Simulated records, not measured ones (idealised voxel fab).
This is a process module. Its name is voxel self aligned vias.
For reference, the cross-section in this document is cut, with width 160 nm and square cells of 5 nm.
We lay out every cross-section as a grid of square cells and spell it out in bands from the top down, where one band means one or more rows of cells. Band entry format. Leading values: height of top, height of bottom, nm. Remainder: materials in left-to-right order, each with its width in nm. Special words: "everywhere" on a single material, which then fills the band edge to edge; "empty", empty space. Where do heights start? At 0: under that level the wafer as delivered is made of one material only. And the lowest band has no floor; it just carries on downward, as in "0 down". The expression "30 to 40" gives the width at the extremes of the band, the first number at its top row of cells and the second at its bottom row, with the width changing by equal amounts from each row to the next in between. Where a step carries "nothing changed", the cross-section came out of it unchanged, cell for cell. "Cavities, sealed": empty spaces of 8 cells or more with no open way to the top, each given as width x height at distance, distance from the left edge, all in nm. Where a step's line continues beyond its settings, the continuation is a remark by the simulator itself on that step. If you see "overlay nm" on a step's line and that step has a mask, it's telling you how far right of where it was planned the mask ended up; a negative number means it went left instead.
# Planned process steps
1,RECEIVE: material Si
2,CONFORMAL_DEP: material SiO2, thk nm 15
3,CONFORMAL_DEP: material SiCN, thk nm 5
4,DIRECTIONAL_DEP: material SiO2, thk nm 25
5,MASKED_ETCH: tone open, mask id LINES, width nm 25, pitch nm 50, etch materials SiO2, depth nm 25, overlay nm 0
6,CONFORMAL_DEP: material TiN, thk nm 5
7,FILL_DEP: material Ru, thk nm 10
8,CMP: height nm 45
9,SELECTIVE_ETCH: etch materials W Ru TiN, depth nm 10
10,FILL_DEP: material SiN, thk nm 5
11,CMP: height nm 45
12,DIRECTIONAL_DEP: material SiO2, thk nm 20
13,PATTERN: tone open, mask id VIAS, material resist, width nm 35, pitch nm 50, thk nm 20, overlay nm 0
14,DIRECTIONAL_ETCH: etch materials SiO2, depth nm 20
15,DIRECTIONAL_ETCH: etch materials SiN, depth nm 10
16,STRIP: etch materials resist
17,CONFORMAL_DEP: material TiN, thk nm 5
18,FILL_DEP: material W, thk nm 10
19,CMP: height nm 65
20,CONFORMAL_DEP: material SiCN, thk nm 5
# What follows covers the first of two wafers; it ran as planned
# Cross-section of the wafer as it came to us, i.e., already through step 1
> 0 down  Si everywhere
> Cavities, sealed: none
# after step 2
> 15 to 0  SiO2 everywhere
> Nothing below the height 0 has changed.
# after step 3
> 20 to 15  SiCN everywhere
> Nothing below the height 15 has changed.
# after step 4
> 45 to 20  SiO2 everywhere
> Nothing below the height 20 has changed.
# after step 5
> 45 to 20  SiO2 40  empty 25  SiO2 25  empty 25  SiO2 45
> Nothing below the height 20 has changed.
# after step 6
> 50 to 45  TiN 45  empty 15  TiN 35  empty 15  TiN 50
> 45 to 25  SiO2 40  TiN 5  empty 15  TiN 5  SiO2 25  TiN 5  empty 15  TiN 5  SiO2 45
> 25 to 20  SiO2 40  TiN 25  SiO2 25  TiN 25  SiO2 45
> Nothing below the height 20 has changed.
# after step 7
> 60 to 50  Ru everywhere
> 50 to 45  TiN 45  Ru 15  TiN 35  Ru 15  TiN 50
> 45 to 25  SiO2 40  TiN 5  Ru 15  TiN 5  SiO2 25  TiN 5  Ru 15  TiN 5  SiO2 45
> Nothing below the height 25 has changed.
# after step 8
> 45 to 25  SiO2 40  TiN 5  Ru 15  TiN 5  SiO2 25  TiN 5  Ru 15  TiN 5  SiO2 45
> Nothing below the height 25 has changed.
# after step 9
> 45 to 35  SiO2 40  empty 25  SiO2 25  empty 25  SiO2 45
> Nothing below the height 35 has changed.
# after step 10
> 50 to 45  SiN everywhere
> 45 to 35  SiO2 40  SiN 25  SiO2 25  SiN 25  SiO2 45
> Nothing below the height 35 has changed.
# after step 11
> 45 to 35  SiO2 40  SiN 25  SiO2 25  SiN 25  SiO2 45
> Nothing below the height 35 has changed.
# after step 12
> 65 to 45  SiO2 everywhere
> Nothing below the height 45 has changed.
# after step 13
> 85 to 65  resist 35  empty 35  resist 15  empty 35  resist 40
> Nothing below the height 65 has changed.
# after step 14
> 85 to 65  resist 35  empty 35  resist 15  empty 35  resist 40
> 65 to 45  SiO2 35  empty 35  SiO2 15  empty 35  SiO2 40
> Nothing below the height 45 has changed.
# after step 15
> 85 to 65  resist 35  empty 35  resist 15  empty 35  resist 40
> 65 to 45  SiO2 35  empty 35  SiO2 15  empty 35  SiO2 40
> 45 to 35  SiO2 40  empty 25  SiO2 25  empty 25  SiO2 45
> Nothing below the height 35 has changed.
# after step 16
> 65 to 45  SiO2 35  empty 35  SiO2 15  empty 35  SiO2 40
> Nothing below the height 45 has changed.
# after step 17
> 70 to 65  TiN 40  empty 25  TiN 25  empty 25  TiN 45
> 65 to 50  SiO2 35  TiN 5  empty 25  TiN 5  SiO2 15  TiN 5  empty 25  TiN 5  SiO2 40
> 50 to 40  SiO2 35 to 40  TiN 10 to 5  empty 15  TiN 10 to 5  SiO2 15 to 25  TiN 10 to 5  empty 15  TiN 10 to 5  SiO2 40 to 45
> 40 to 35  SiO2 40  TiN 25  SiO2 25  TiN 25  SiO2 45
> Nothing below the height 35 has changed.
# after step 18
> 80 to 70  W everywhere
> 70 to 65  TiN 40  W 25  TiN 25  W 25  TiN 45
> 65 to 50  SiO2 35  TiN 5  W 25  TiN 5  SiO2 15  TiN 5  W 25  TiN 5  SiO2 40
> 50 to 40  SiO2 35 to 40  TiN 10 to 5  W 15  TiN 10 to 5  SiO2 15 to 25  TiN 10 to 5  W 15  TiN 10 to 5  SiO2 40 to 45
> Nothing below the height 40 has changed.
# after step 19
> 65 to 50  SiO2 35  TiN 5  W 25  TiN 5  SiO2 15  TiN 5  W 25  TiN 5  SiO2 40
> Nothing below the height 50 has changed.
# after step 20
> 70 to 65  SiCN everywhere
> Nothing below the height 65 has changed.
# Second of two: same start, same plan, one run error; steps up to and including 1 match the first
# Look at the second wafer in cross-section at the time step 2 ought to have finished
> 5 to 0  SiCN everywhere
> Nothing below the height 0 has changed.
# Look at the second wafer in cross-section at the time step 3 ought to have finished
> 20 to 5  SiO2 everywhere
> Nothing below the height 5 has changed.
# Look at the second wafer in cross-section at the time step 4 ought to have finished
> 45 to 5  SiO2 everywhere
> Nothing below the height 5 has changed.
# Look at the second wafer in cross-section at the time step 5 ought to have finished
> 45 to 20  SiO2 40  empty 25  SiO2 25  empty 25  SiO2 45
> Nothing below the height 20 has changed.
# Look at the second wafer in cross-section at the time step 6 ought to have finished
> 50 to 45  TiN 45  empty 15  TiN 35  empty 15  TiN 50
> 45 to 25  SiO2 40  TiN 5  empty 15  TiN 5  SiO2 25  TiN 5  empty 15  TiN 5  SiO2 45
> 25 to 20  SiO2 40  TiN 25  SiO2 25  TiN 25  SiO2 45
> Nothing below the height 20 has changed.
# Look at the second wafer in cross-section at the time step 7 ought to have finished
> 60 to 50  Ru everywhere
> 50 to 45  TiN 45  Ru 15  TiN 35  Ru 15  TiN 50
> 45 to 25  SiO2 40  TiN 5  Ru 15  TiN 5  SiO2 25  TiN 5  Ru 15  TiN 5  SiO2 45
> Nothing below the height 25 has changed.
# Look at the second wafer in cross-section at the time step 8 ought to have finished
> 45 to 25  SiO2 40  TiN 5  Ru 15  TiN 5  SiO2 25  TiN 5  Ru 15  TiN 5  SiO2 45
> Nothing below the height 25 has changed.
# Look at the second wafer in cross-section at the time step 9 ought to have finished
> 45 to 35  SiO2 40  empty 25  SiO2 25  empty 25  SiO2 45
> Nothing below the height 35 has changed.
# Look at the second wafer in cross-section at the time step 10 ought to have finished
> 50 to 45  SiN everywhere
> 45 to 35  SiO2 40  SiN 25  SiO2 25  SiN 25  SiO2 45
> Nothing below the height 35 has changed.
# Look at the second wafer in cross-section at the time step 11 ought to have finished
> 45 to 35  SiO2 40  SiN 25  SiO2 25  SiN 25  SiO2 45
> Nothing below the height 35 has changed.
# Look at the second wafer in cross-section at the time step 12 ought to have finished
> 65 to 45  SiO2 everywhere
> Nothing below the height 45 has changed.
# Look at the second wafer in cross-section at the time step 13 ought to have finished
> 85 to 65  resist 35  empty 35  resist 15  empty 35  resist 40
> Nothing below the height 65 has changed.
# Look at the second wafer in cross-section at the time step 14 ought to have finished
> 85 to 65  resist 35  empty 35  resist 15  empty 35  resist 40
> 65 to 45  SiO2 35  empty 35  SiO2 15  empty 35  SiO2 40
> Nothing below the height 45 has changed.
# Look at the second wafer in cross-section at the time step 15 ought to have finished
> 85 to 65  resist 35  empty 35  resist 15  empty 35  resist 40
> 65 to 45  SiO2 35  empty 35  SiO2 15  empty 35  SiO2 40
> 45 to 35  SiO2 40  empty 25  SiO2 25  empty 25  SiO2 45
> Nothing below the height 35 has changed.
# Look at the second wafer in cross-section at the time step 16 ought to have finished
> 65 to 45  SiO2 35  empty 35  SiO2 15  empty 35  SiO2 40
> Nothing below the height 45 has changed.
# Look at the second wafer in cross-section at the time step 17 ought to have finished
> 70 to 65  TiN 40  empty 25  TiN 25  empty 25  TiN 45
> 65 to 50  SiO2 35  TiN 5  empty 25  TiN 5  SiO2 15  TiN 5  empty 25  TiN 5  SiO2 40
> 50 to 40  SiO2 35 to 40  TiN 10 to 5  empty 15  TiN 10 to 5  SiO2 15 to 25  TiN 10 to 5  empty 15  TiN 10 to 5  SiO2 40 to 45
> 40 to 35  SiO2 40  TiN 25  SiO2 25  TiN 25  SiO2 45
> Nothing below the height 35 has changed.
# Look at the second wafer in cross-section at the time step 18 ought to have finished
> 80 to 70  W everywhere
> 70 to 65  TiN 40  W 25  TiN 25  W 25  TiN 45
> 65 to 50  SiO2 35  TiN 5  W 25  TiN 5  SiO2 15  TiN 5  W 25  TiN 5  SiO2 40
> 50 to 40  SiO2 35 to 40  TiN 10 to 5  W 15  TiN 10 to 5  SiO2 15 to 25  TiN 10 to 5  W 15  TiN 10 to 5  SiO2 40 to 45
> Nothing below the height 40 has changed.
# Look at the second wafer in cross-section at the time step 19 ought to have finished
> 65 to 50  SiO2 35  TiN 5  W 25  TiN 5  SiO2 15  TiN 5  W 25  TiN 5  SiO2 40
> Nothing below the height 50 has changed.
# Look at the second wafer in cross-section at the time step 20 ought to have finished
> 70 to 65  SiCN everywhere
> Nothing below the height 65 has changed.
Diagnosis: the intended sequence of steps 2 and 3 was reversed during processing, with each occupying the position of the other
At the close, every material occupies the same number of cells on the second wafer as on the first, only in different positions.
